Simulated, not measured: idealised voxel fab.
This is a process module. Its name is voxel self aligned contacts.
Square cell edge 5 nm, section width 140 nm, ID cut.
Just so we're on the same page, the cross-sections are grids of square cells, and they're listed out in bands top to bottom, each band one or more rows deep.
Basically the band line says how high the top is and how high the bottom is, in nm, and then what's in it from left to right, every material with its width in nm. Empty space shows up as "blank", and if a single material carries "everywhere" it runs the full band edge to edge.
Beneath 0, the wafer as received is one material, and that level is where height counting begins. The lowest band goes on downward without a bottom; it is written like "0..down".
A width given as "30->40" starts at the first number in the band's top row and ends at the second number in its bottom row, shifting by an equal amount at every step from row to row.
Where a step carries "nothing changed", the cross-section came out of it unchanged, cell for cell.
"Closed void roster": empty spaces of 8 cells or more with no open way to the top, each given as width x height at distance, distance from the left edge, all in nm.
Post-settings text on a step line: simulator's own remark regarding the step.
"overlay nm" denotes, for a step that has a mask, the displacement of the mask to the right of its planned place, with negative values corresponding to the left.
**Below is the list of planned process steps**
1 RECEIVE | material Si
2 OXIDIZE | depth nm 5
3 DIRECTIONAL_DEP | material polySi | thk nm 25
4 DIRECTIONAL_DEP | material SiN | thk nm 25
5 PATTERN | tone cover | mask id GATE | material resist | width nm 25 | pitch nm 75 | thk nm 20 | overlay nm 0
6 DIRECTIONAL_ETCH | etch materials SiN | depth nm 25
7 DIRECTIONAL_ETCH | etch materials polySi | depth nm 25
8 STRIP | etch materials resist
9 CONFORMAL_DEP | material SiN | thk nm 10
10 DIRECTIONAL_ETCH | etch materials SiN | depth nm 10
11 FILL_DEP | material SiO2 | thk nm 10
12 CMP | height nm 55
13 PATTERN | tone open | mask id CONTACT | material resist | width nm 50 | thk nm 20 | overlay nm 0
14 DIRECTIONAL_ETCH | etch materials SiO2 | depth nm 60
15 STRIP | etch materials resist
16 CONFORMAL_DEP | material TiN | thk nm 5
17 FILL_DEP | material W | thk nm 10
18 CMP | height nm 55
19 CONFORMAL_DEP | material SiCN | thk nm 5
The wafers are alike at the start. At step 5, their width nm differs. The plan lists the first wafer's value.
**Sectional view: first of several wafers, as received, after step 1**
0..down = Si everywhere
Closed void roster: none
**Per wafer, end of module: cells gained (+) or lost (-) per material since receipt, then closed voids**
width nm 25, -28 Si, +28 SiCN, +130 SiN, +80 SiO2, +32 TiN, +44 W, +50 polySi, Closed void roster: none
width nm 30, -28 Si, +28 SiCN, +140 SiN, +71 SiO2, +32 TiN, +33 W, +60 polySi, Closed void roster: none
width nm 35, -28 Si, +28 SiCN, +150 SiN, +62 SiO2, +32 TiN, +22 W, +70 polySi, Closed void roster: none
